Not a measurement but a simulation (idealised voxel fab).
Process module under the name voxel wiring stack
Square cells of 5 nm make up the cross-section cut, whose width is 255 nm.
This document writes a cross-section as a grid whose cells are square, and gives it as bands, listed from the top down; one or more rows of cells form a band.
In this notation a band is specified by the heights of its top and bottom, in that order and in nm, after which its materials appear from left to right, each paired with its width in nm. The word "full width" attached to a single material means that material fills the band from edge to edge; the word "empty" stands for empty space.
For the purposes of this specification, 0 denotes the height below which the wafer in its as-received condition is composed wholly of one material, and the lowermost band, lacking a lower limit, extends downward without end, as expressed in "0 nm and below".
The two numbers in a width such as "30 to 40" mark its ends across the band: the first belongs to the top row of cells, the second to the bottom row, and from each row to the next the width moves by the same amount.
Reading "identical to before" for a step: not a cell of the cross-section changed in it.
The label "Trapped voids" introduces a list of the empty spaces, 8 cells or larger, that have no open way up to the top; each entry in it reads width x height at distance, where the distance is taken from the left edge and all three are stated in nm.
Note: text after step settings on the step line = simulator remark on that step.
overlay nm, on a step with a mask: how far to the right of its planned place the mask lay; to the left if negative
Listed below are the process steps as planned:
1: RECEIVE, material Si
2: CONFORMAL_DEP, material SiO2, thk nm 15
3: DIRECTIONAL_DEP, material TiN, thk nm 5
4: DIRECTIONAL_DEP, material Ru, thk nm 20
5: MASKED_ETCH, tone cover, mask id METAL_1, width nm 30, pitch nm 60, etch materials Ru, depth nm 20, overlay nm 0
6: MASKED_ETCH, tone cover, mask id METAL_1, width nm 30, pitch nm 60, etch materials TiN, depth nm 5, overlay nm 0
7: CONFORMAL_DEP, material SiN, thk nm 5
8: FILL_DEP, material SiO2, thk nm 10
9: CMP, height nm 40
10: CONFORMAL_DEP, material SiCN, thk nm 5
11: DIRECTIONAL_DEP, material lowk, thk nm 30
12: PATTERN, tone open, mask id METAL_2, material resist, width nm 30, pitch nm 60, thk nm 15, overlay nm 0
13: DIRECTIONAL_ETCH, etch materials lowk, depth nm 20
14: STRIP, etch materials resist
15: MASKED_ETCH, tone open, mask id METAL_2_HOLES, width nm 15, pitch nm 120, etch materials lowk, depth nm 10, overlay nm 0
16: MASKED_ETCH, tone open, mask id METAL_2_HOLES, width nm 15, pitch nm 120, etch materials SiCN, depth nm 5, overlay nm 0
17: CONFORMAL_DEP, material TiN, thk nm 5
18: FILL_DEP, material Cu, thk nm 5
19: CMP, height nm 75
20: CONFORMAL_DEP, material SiCN, thk nm 5
21: DIRECTIONAL_DEP, material SiO2, thk nm 30
22: MASKED_ETCH, tone open, mask id METAL_3, width nm 30, pitch nm 60, etch materials SiO2, depth nm 15, overlay nm 0
23: MASKED_ETCH, tone open, mask id METAL_3_HOLES, width nm 15, pitch nm 120, etch materials SiO2, depth nm 15, overlay nm 0
24: MASKED_ETCH, tone open, mask id METAL_3_HOLES, width nm 15, pitch nm 120, etch materials SiCN, depth nm 5, overlay nm 0
25: CONFORMAL_DEP, material TiN, thk nm 5
26: FILL_DEP, material Cu, thk nm 10
27: CMP, height nm 110
28: CONFORMAL_DEP, material SiCN, thk nm 5
29: DIRECTIONAL_DEP, material SiO2, thk nm 30
30: PATTERN, tone open, mask id METAL_4, material resist, width nm 30, pitch nm 60, thk nm 15, overlay nm 0
31: DIRECTIONAL_ETCH, etch materials SiO2, depth nm 15
32: STRIP, etch materials resist
33: MASKED_ETCH, tone open, mask id METAL_4_HOLES, width nm 15, pitch nm 60, etch materials SiO2, depth nm 15, overlay nm 0
34: MASKED_ETCH, tone open, mask id METAL_4_HOLES, width nm 15, pitch nm 60, etch materials SiCN, depth nm 5, overlay nm 0
35: CONFORMAL_DEP, material TiN, thk nm 5
36: FILL_DEP, material Cu, thk nm 10
37: CMP, height nm 145
38: CONFORMAL_DEP, material SiN, thk nm 5
Cross-section: wafer on arrival = after step 1:
	0 nm and below | Si full width
	Trapped voids: none
Post-module cross-section: identical start and plan to those above, one misstep in execution:
	150 nm to 145 nm | SiN full width
	145 nm to 135 nm | SiO2 (20), TiN (5), Cu (20), TiN (5), SiO2 (30), TiN (5), Cu (20), TiN (5), SiO2 (30), TiN (5), Cu (20), TiN (5), SiO2 (30), TiN (5), Cu (20), TiN (5), SiO2 (25)
	135 nm to 130 nm | SiO2 (20), TiN (5), Cu (5), TiN (20), SiO2 (30), TiN (5), Cu (5), TiN (20), SiO2 (30), TiN (5), Cu (5), TiN (20), SiO2 (30), TiN (5), Cu (5), TiN (20), SiO2 (25)
	130 nm to 115 nm | SiO2 (20), TiN (5), Cu (5), TiN (5), SiO2 (45), TiN (5), Cu (5), TiN (5), SiO2 (45), TiN (5), Cu (5), TiN (5), SiO2 (45), TiN (5), Cu (5), TiN (5), SiO2 (40)
	115 nm to 110 nm | SiCN (20), TiN (15), SiCN (45), TiN (15), SiCN (45), TiN (15), SiCN (45), TiN (15), SiCN (40)
	110 nm to 100 nm | SiO2 (20), TiN (5), Cu (20), TiN (5), SiO2 (30), TiN (5), Cu (20), TiN (5), SiO2 (30), TiN (5), Cu (20), TiN (5), SiO2 (30), TiN (5), Cu (20), TiN (5), SiO2 (25)
	100 nm to 95 nm | SiO2 (20), TiN (5), Cu (5), TiN (20), SiO2 (30), TiN (30), SiO2 (30), TiN (5), Cu (5), TiN (20), SiO2 (30), TiN (30), SiO2 (25)
	95 nm to 80 nm | SiO2 (20), TiN (5), Cu (5), TiN (5), SiO2 (105), TiN (5), Cu (5), TiN (5), SiO2 (100)
	80 nm to 75 nm | SiCN (20), TiN (15), SiCN (105), TiN (15), SiCN (100)
	75 nm to 70 nm | lowk (20), TiN (5), Cu (5), TiN (20), lowk (30), TiN (30), lowk (30), TiN (5), Cu (5), TiN (20), lowk (30), TiN (30), lowk (25)
	70 nm to 60 nm | lowk (20), TiN (5), Cu (5), TiN (5), lowk (105), TiN (5), Cu (5), TiN (5), lowk (100)
	60 nm to 55 nm | SiCN (20), TiN (15), SiCN (105), TiN (15), SiCN (100)
	55 nm to 45 nm | SiO2 full width
	45 nm to 40 nm | SiO2 (15), SiN (40), SiO2 (20), SiN (40), SiO2 (20), SiN (40), SiO2 (20), SiN (40), SiO2 (20)
	40 nm to 20 nm | SiO2 (15), SiN (5), Ru (30), SiN (5), SiO2 (20), SiN (5), Ru (30), SiN (5), SiO2 (20), SiN (5), Ru (30), SiN (5), SiO2 (20), SiN (5), Ru (30), SiN (5), SiO2 (20)
	20 nm to 15 nm | SiN (20), TiN (30), SiN (30), TiN (30), SiN (30), TiN (30), SiN (30), TiN (30), SiN (25)
	15 nm to 0 nm | SiO2 full width
	0 nm and below | Si full width
	Trapped voids: none
The mistake made against the process plan was this: step 9 of the plan was jumped over and never run
